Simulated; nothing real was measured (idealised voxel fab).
process module | voxel ribs on slabs
cross-section cut | 265 nm wide | cells 5 nm
A cross-section is a grid of square cells, given in bands from the top down. A band is one or more rows of cells.
Each band's line starts with the height of the band's top and of its bottom, in nm. Then come its materials from left to right, each with its width in nm. One material with "throughout" fills the band from edge to edge. "air" is empty space.
Height 0 is the level under which the wafer as received is all one material. The lowest band goes on downwards, as in "0 down".
A width such as "30 to 40" changes by the same amount from each row of cells to the next, from the band's top row to its bottom row.
"no change" after a step means that no cell of the cross-section changed.
closed voids: empty space of 8 cells or more with no open way to the top, each as width x height at its distance from the left edge, in nm
after a step's settings: what the simulator itself notes on the step
overlay nm, on a step with a mask: how far to the right of its planned place the mask lay; to the left if negative
plan
1 op RECEIVE | material Si
2 op DIRECTIONAL_DEP | material SiO2 | thk nm 25
3 op DIRECTIONAL_DEP | material polySi | thk nm 15
4 op DIRECTIONAL_DEP | material aC | thk nm 15
5 op PATTERN | tone cover | mask id RIB | material resist | width nm 20 | thk nm 30 | overlay nm 0
6 op DIRECTIONAL_ETCH | etch materials aC | depth nm 15
7 op STRIP | etch materials resist
8 op DIRECTIONAL_ETCH | etch materials polySi | depth nm 5
9 op STRIP | etch materials aC
10 op DIRECTIONAL_DEP | material aC | thk nm 10
11 op PATTERN | tone cover | mask id SLAB | material resist | width nm 50 | thk nm 25 | overlay nm 0
12 op DIRECTIONAL_ETCH | etch materials aC | depth nm 10
13 op STRIP | etch materials resist
14 op DIRECTIONAL_ETCH | etch materials polySi | depth nm 10
15 op STRIP | etch materials aC
16 op FILL_DEP | material SiO2 | thk nm 30
17 op CMP | height nm 60
18 op DIRECTIONAL_DEP | material W | thk nm 10
19 op MASKED_ETCH | tone cover | mask id HEATER | width nm 30 | etch materials W | depth nm 10 | overlay nm 0
20 op CONFORMAL_DEP | material SiO2 | thk nm 10
as received, after step 1
  0 down: Si throughout
  closed voids: none
first wafer at the end, as planned
  80 to 70: air 105 | SiO2 50 | air 110
  70 to 60: SiO2 115 | W 30 | SiO2 120
  60 to 40: SiO2 throughout
  40 to 35: SiO2 120 | polySi 20 | SiO2 125
  35 to 25: SiO2 105 | polySi 50 | SiO2 110
  25 to 0: SiO2 throughout
  0 down: Si throughout
  closed voids: none
second wafer at the end: like start, like plan, one mistake
  80 to 70: air 105 | SiO2 55 | air 105
  70 to 60: SiO2 115 | W 35 | SiO2 115
  60 to 40: SiO2 throughout
  40 to 35: SiO2 120 | polySi 20 | SiO2 125
  35 to 25: SiO2 105 | polySi 50 | SiO2 110
  25 to 0: SiO2 throughout
  0 down: Si throughout
  closed voids: none
what went wrong: step 19 ran as: op MASKED_ETCH | tone cover | mask id HEATER | width nm 35 | etch materials W | depth nm 10 | overlay nm 0
at the end the second wafer has, in cells: 2 more of W
